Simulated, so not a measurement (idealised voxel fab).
process module | voxel released beams
cross-section cut | 160 nm wide | cells 5 nm
A cross-section is a grid of square cells, given in bands from the top down. A band is one or more rows of cells.
Each band's line starts with the height of the band's top and of its bottom, in nm. Then come its materials from left to right, each with its width in nm. One material with "throughout" fills the band from edge to edge. "air" is empty space.
Height 0 is the level under which the wafer as received is all one material. The lowest band goes on downwards, as in "0 down".
A width such as "30 to 40" changes by the same amount from each row of cells to the next, from the band's top row to its bottom row.
"no change" after a step means that no cell of the cross-section changed.
closed voids: empty space of 8 cells or more with no open way to the top, each as width x height at its distance from the left edge, in nm
after a step's settings: what the simulator itself notes on the step
overlay nm, on a step with a mask: how far to the right of its planned place the mask lay; to the left if negative
plan
1 op RECEIVE | material Si
2 op CONFORMAL_DEP | material Al2O3 | thk nm 5
3 op DIRECTIONAL_DEP | material SiO2 | thk nm 10
4 op DIRECTIONAL_DEP | material aC | thk nm 15
5 op PATTERN | tone open | mask id ANCHOR | material resist | width nm 25 | thk nm 30 | overlay nm 0
6 op DIRECTIONAL_ETCH | etch materials aC | depth nm 15
7 op STRIP | etch materials resist
8 op DIRECTIONAL_ETCH | etch materials SiO2 | depth nm 10
9 op STRIP | etch materials aC
10 op CONFORMAL_DEP | material polySi | thk nm 10
11 op DIRECTIONAL_DEP | material aC | thk nm 10
12 op PATTERN | tone cover | mask id BEAM | material resist | width nm 85 | thk nm 25 | overlay nm 0
13 op DIRECTIONAL_ETCH | etch materials aC | depth nm 10
14 op STRIP | etch materials resist
15 op DIRECTIONAL_ETCH | etch materials polySi | depth nm 10
16 op STRIP | etch materials aC
17 op STRIP | etch materials SiO2
as received, after step 1
  0 down: Si throughout
  closed voids: none
a wafer at the end: this start, this plan, one mistake
  20 to 10: air 35 | polySi 15 | air 5 | polySi 65 | air 40
  10 to 0: air 40 | polySi 25 | air 95
  0 down: Si throughout
  closed voids: none
what went wrong: step 2 was left out
